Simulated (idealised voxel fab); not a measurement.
process module | voxel plated lines
cross-section cut | 185 nm wide | cells 5 nm
A cross-section is a grid of square cells, given in bands from the top down. A band is one or more rows of cells.
Each band's line starts with the height of the band's top and of its bottom, in nm. Then come its materials from left to right, each with its width in nm. One material with "throughout" fills the band from edge to edge. "air" is empty space.
Height 0 is the level under which the wafer as received is all one material. The lowest band goes on downwards, as in "0 down".
A width such as "30 to 40" changes by the same amount from each row of cells to the next, from the band's top row to its bottom row.
"no change" after a step means that no cell of the cross-section changed.
closed voids: empty space of 8 cells or more with no open way to the top, each as width x height at its distance from the left edge, in nm
after a step's settings: what the simulator itself notes on the step
overlay nm, on a step with a mask: how far to the right of its planned place the mask lay; to the left if negative
plan
1 op RECEIVE | material Si
2 op CONFORMAL_DEP | material Al2O3 | thk nm 15
3 op DIRECTIONAL_DEP | material TiN | thk nm 5
4 op PATTERN | tone open | mask id LINES | material resist | width nm 15 | pitch nm 55 | thk nm 30 | overlay nm 0
5 op EPI | material Ru | thk nm 5
6 op EPI | material Ru | thk nm 10
7 op STRIP | etch materials resist
8 op DIRECTIONAL_ETCH | etch materials TiN | depth nm 5
9 op CONFORMAL_DEP | material SiN | thk nm 10
varied across the wafers: width nm of step 4. The plan shows the first wafer's value. All wafers start alike
first wafer as received, after step 1
  0 down: Si throughout
  closed voids: none
each wafer at the end: cells of each material gained (+) or lost (-) since it was received, then its closed voids
width nm 15 | +111 Al2O3 | +18 Ru | +106 SiN | +6 TiN | closed voids: none
width nm 20 | +111 Al2O3 | +24 Ru | +106 SiN | +8 TiN | closed voids: none
width nm 25 | +111 Al2O3 | +30 Ru | +106 SiN | +10 TiN | closed voids: none
width nm 30 | +111 Al2O3 | +36 Ru | +106 SiN | +12 TiN | closed voids: none
width nm 35 | +111 Al2O3 | +42 Ru | +106 SiN | +14 TiN | closed voids: none
width nm 40 | +111 Al2O3 | +48 Ru | +102 SiN | +16 TiN | closed voids: none
